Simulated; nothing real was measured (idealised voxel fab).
The process module presented herein is designated voxel gate over fins.
Shown is cross-section cut, with a width of 215 nm and square cells of size 5 nm.
Notation: cross-section as square-cell grid; stated in bands, top first, going down; one or more cell rows per band. Per band: top height and bottom height in nm, followed by the left-to-right materials and their widths in nm; "all across" marks a single material spanning edge to edge, "empty" marks empty space. All heights in this document are referenced to 0, defined as the level beneath which the wafer, as received, consists entirely of one material. The lowest band is not bounded below; it extends indefinitely downward and is written in the form "0 -> down". The two numbers in a width such as "30 to 40" mark its ends across the band: the first belongs to the top row of cells, the second to the bottom row, and from each row to the next the width moves by the same amount. Step note "identical to before" = no cross-section cell changed. Enclosed voids (no open way to top), threshold 8 cells or more, entry "Unvented cavities", notation width x height at distance, distance from left edge, nm. Formally, on a step line, whatever follows the settings is a remark that the simulator itself makes on the step. On any step carrying a mask, the "overlay nm" setting, if present on the step's line, tells how far right of its planned place the mask lay; negative values point to the left.
### Steps in the process plan
1. RECEIVE with material Si
2. CONFORMAL_DEP with material SiN, thk nm 10
3. DIRECTIONAL_DEP with material aC, thk nm 10
4. PATTERN with tone cover, mask id FINS, material resist, width nm 15, pitch nm 35, thk nm 30, overlay nm 0
5. DIRECTIONAL_ETCH with etch materials aC, depth nm 10
6. STRIP with etch materials resist
7. DIRECTIONAL_ETCH with etch materials SiN, depth nm 10
8. DIRECTIONAL_ETCH with etch materials Si, depth nm 35
9. STRIP with etch materials aC
10. FILL_DEP with material SiO2, thk nm 15
11. CMP with height nm 10
12. SELECTIVE_ETCH with etch materials SiO2, depth nm 20
13. STRIP with etch materials SiN
14. CONFORMAL_DEP with material HfO2, thk nm 5
15. CONFORMAL_DEP with material TiN, thk nm 5
16. CONFORMAL_DEP with material TiAl, thk nm 5
17. CONFORMAL_DEP with material TiN, thk nm 5
18. FILL_DEP with material W, thk nm 10
19. CMP with height nm 25
20. CONFORMAL_DEP with material SiN, thk nm 10
### First of two wafers, with the run carried out as planned
### As received (post step 1): cross-section
	0 -> down = Si all across
	Unvented cavities: none
### So this is the wafer cross-section right after step 2
	10 -> 0 = SiN all across
	Nothing below the height 0 has changed.
### So this is the wafer cross-section right after step 3
	20 -> 10 = aC all across
	Nothing below the height 10 has changed.
### So this is the wafer cross-section right after step 4
	50 -> 20 = empty 80, resist 15, empty 20, resist 15, empty 85
	Nothing below the height 20 has changed.
### So this is the wafer cross-section right after step 5
	40 -> 20 = empty 80, resist 15, empty 20, resist 15, empty 85
	20 -> 10 = empty 80, aC 15, empty 20, aC 15, empty 85
	Nothing below the height 10 has changed.
### So this is the wafer cross-section right after step 6
	20 -> 10 = empty 80, aC 15, empty 20, aC 15, empty 85
	Nothing below the height 10 has changed.
### So this is the wafer cross-section right after step 7
	20 -> 10 = empty 80, aC 15, empty 20, aC 15, empty 85
	10 -> 0 = empty 80, SiN 15, empty 20, SiN 15, empty 85
	Nothing below the height 0 has changed.
### So this is the wafer cross-section right after step 8
	20 -> 10 = empty 80, aC 15, empty 20, aC 15, empty 85
	10 -> 0 = empty 80, SiN 15, empty 20, SiN 15, empty 85
	0 -> -35 = empty 80, Si 15, empty 20, Si 15, empty 85
	Nothing below the height -35 has changed.
### So this is the wafer cross-section right after step 9
	10 -> 0 = empty 80, SiN 15, empty 20, SiN 15, empty 85
	Nothing below the height 0 has changed.
### So this is the wafer cross-section right after step 10
	25 -> 10 = SiO2 all across
	10 -> 0 = SiO2 80, SiN 15, SiO2 20, SiN 15, SiO2 85
	0 -> -35 = SiO2 80, Si 15, SiO2 20, Si 15, SiO2 85
	Nothing below the height -35 has changed.
### So this is the wafer cross-section right after step 11
	10 -> 0 = SiO2 80, SiN 15, SiO2 20, SiN 15, SiO2 85
	Nothing below the height 0 has changed.
### So this is the wafer cross-section right after step 12
	10 -> 0 = empty 80, SiN 15, empty 20, SiN 15, empty 85
	0 -> -10 = empty 80, Si 15, empty 20, Si 15, empty 85
	Nothing below the height -10 has changed.
### So this is the wafer cross-section right after step 13
	0 -> -10 = empty 80, Si 15, empty 20, Si 15, empty 85
	Nothing below the height -10 has changed.
### So this is the wafer cross-section right after step 14
	5 -> 0 = empty 75, HfO2 25, empty 10, HfO2 25, empty 80
	0 -> -5 = empty 75, HfO2 5, Si 15, HfO2 5, empty 10, HfO2 5, Si 15, HfO2 5, empty 80
	-5 -> -10 = HfO2 80, Si 15, HfO2 20, Si 15, HfO2 85
	Nothing below the height -10 has changed.
### So this is the wafer cross-section right after step 15
	10 -> 5 = empty 70, TiN 70, empty 75
	5 -> 0 = empty 70, TiN 5, HfO2 25, TiN 10, HfO2 25, TiN 5, empty 75
	0 -> -5 = TiN 75, HfO2 5, Si 15, HfO2 5, TiN 10, HfO2 5, Si 15, HfO2 5, TiN 80
	Nothing below the height -5 has changed.
### So this is the wafer cross-section right after step 16
	15 -> 10 = empty 65, TiAl 80, empty 70
	10 -> 5 = empty 65, TiAl 5, TiN 70, TiAl 5, empty 70
	5 -> 0 = TiAl 70, TiN 5, HfO2 25, TiN 10, HfO2 25, TiN 5, TiAl 75
	Nothing below the height 0 has changed.
### So this is the wafer cross-section right after step 17
	20 -> 15 = empty 60, TiN 90, empty 65
	15 -> 10 = empty 60, TiN 5, TiAl 80, TiN 5, empty 65
	10 -> 5 = TiN 65, TiAl 5, TiN 70, TiAl 5, TiN 70
	Nothing below the height 5 has changed.
### So this is the wafer cross-section right after step 18
	30 -> 20 = W all across
	20 -> 15 = W 60, TiN 90, W 65
	15 -> 10 = W 60, TiN 5, TiAl 80, TiN 5, W 65
	Nothing below the height 10 has changed.
### So this is the wafer cross-section right after step 19
	25 -> 20 = W all across
	Nothing below the height 20 has changed.
### So this is the wafer cross-section right after step 20
	35 -> 25 = SiN all across
	Nothing below the height 25 has changed.
### Okay, second wafer. Nothing different at the start, nothing different in the plan, just one mistake somewhere in the running. As far as step 3, counting that step, it's the first wafer all over again
### Cross-section of the second wafer at the time step 4 of the plan should have ended
	50 -> 20 = empty 75, resist 15, empty 20, resist 15, empty 90
	Nothing below the height 20 has changed.
### Cross-section of the second wafer at the time step 5 of the plan should have ended
	40 -> 20 = empty 75, resist 15, empty 20, resist 15, empty 90
	20 -> 10 = empty 75, aC 15, empty 20, aC 15, empty 90
	Nothing below the height 10 has changed.
### Cross-section of the second wafer at the time step 6 of the plan should have ended
	20 -> 10 = empty 75, aC 15, empty 20, aC 15, empty 90
	Nothing below the height 10 has changed.
### Cross-section of the second wafer at the time step 7 of the plan should have ended
	20 -> 10 = empty 75, aC 15, empty 20, aC 15, empty 90
	10 -> 0 = empty 75, SiN 15, empty 20, SiN 15, empty 90
	Nothing below the height 0 has changed.
### Cross-section of the second wafer at the time step 8 of the plan should have ended
	20 -> 10 = empty 75, aC 15, empty 20, aC 15, empty 90
	10 -> 0 = empty 75, SiN 15, empty 20, SiN 15, empty 90
	0 -> -35 = empty 75, Si 15, empty 20, Si 15, empty 90
	Nothing below the height -35 has changed.
### Cross-section of the second wafer at the time step 9 of the plan should have ended
	10 -> 0 = empty 75, SiN 15, empty 20, SiN 15, empty 90
	Nothing below the height 0 has changed.
### Cross-section of the second wafer at the time step 10 of the plan should have ended
	25 -> 10 = SiO2 all across
	10 -> 0 = SiO2 75, SiN 15, SiO2 20, SiN 15, SiO2 90
	0 -> -35 = SiO2 75, Si 15, SiO2 20, Si 15, SiO2 90
	Nothing below the height -35 has changed.
### Cross-section of the second wafer at the time step 11 of the plan should have ended
	10 -> 0 = SiO2 75, SiN 15, SiO2 20, SiN 15, SiO2 90
	Nothing below the height 0 has changed.
### Cross-section of the second wafer at the time step 12 of the plan should have ended
	10 -> 0 = empty 75, SiN 15, empty 20, SiN 15, empty 90
	0 -> -10 = empty 75, Si 15, empty 20, Si 15, empty 90
	Nothing below the height -10 has changed.
### Cross-section of the second wafer at the time step 13 of the plan should have ended
	0 -> -10 = empty 75, Si 15, empty 20, Si 15, empty 90
	Nothing below the height -10 has changed.
### Cross-section of the second wafer at the time step 14 of the plan should have ended
	5 -> 0 = empty 70, HfO2 25, empty 10, HfO2 25, empty 85
	0 -> -5 = empty 70, HfO2 5, Si 15, HfO2 5, empty 10, HfO2 5, Si 15, HfO2 5, empty 85
	-5 -> -10 = HfO2 75, Si 15, HfO2 20, Si 15, HfO2 90
	Nothing below the height -10 has changed.
### Cross-section of the second wafer at the time step 15 of the plan should have ended
	10 -> 5 = empty 65, TiN 70, empty 80
	5 -> 0 = empty 65, TiN 5, HfO2 25, TiN 10, HfO2 25, TiN 5, empty 80
	0 -> -5 = TiN 70, HfO2 5, Si 15, HfO2 5, TiN 10, HfO2 5, Si 15, HfO2 5, TiN 85
	Nothing below the height -5 has changed.
### Cross-section of the second wafer at the time step 16 of the plan should have ended
	15 -> 10 = empty 60, TiAl 80, empty 75
	10 -> 5 = empty 60, TiAl 5, TiN 70, TiAl 5, empty 75
	5 -> 0 = TiAl 65, TiN 5, HfO2 25, TiN 10, HfO2 25, TiN 5, TiAl 80
	Nothing below the height 0 has changed.
### Cross-section of the second wafer at the time step 17 of the plan should have ended
	20 -> 15 = empty 55, TiN 90, empty 70
	15 -> 10 = empty 55, TiN 5, TiAl 80, TiN 5, empty 70
	10 -> 5 = TiN 60, TiAl 5, TiN 70, TiAl 5, TiN 75
	Nothing below the height 5 has changed.
### Cross-section of the second wafer at the time step 18 of the plan should have ended
	30 -> 20 = W all across
	20 -> 15 = W 55, TiN 90, W 70
	15 -> 10 = W 55, TiN 5, TiAl 80, TiN 5, W 70
	Nothing below the height 10 has changed.
### Cross-section of the second wafer at the time step 19 of the plan should have ended
	25 -> 20 = W all across
	Nothing below the height 20 has changed.
### Cross-section of the second wafer at the time step 20 of the plan should have ended
	35 -> 25 = SiN all across
	Nothing below the height 25 has changed.
The plan and the run diverged here: off-plan run, step 4, actual operation and settings PATTERN with tone cover, mask id FINS, material resist, width nm 15, pitch nm 35, thk nm 30, overlay nm -5
Comparing end states, the material composition by cell count is preserved from the first wafer to the second, while the locations of the cells are not.
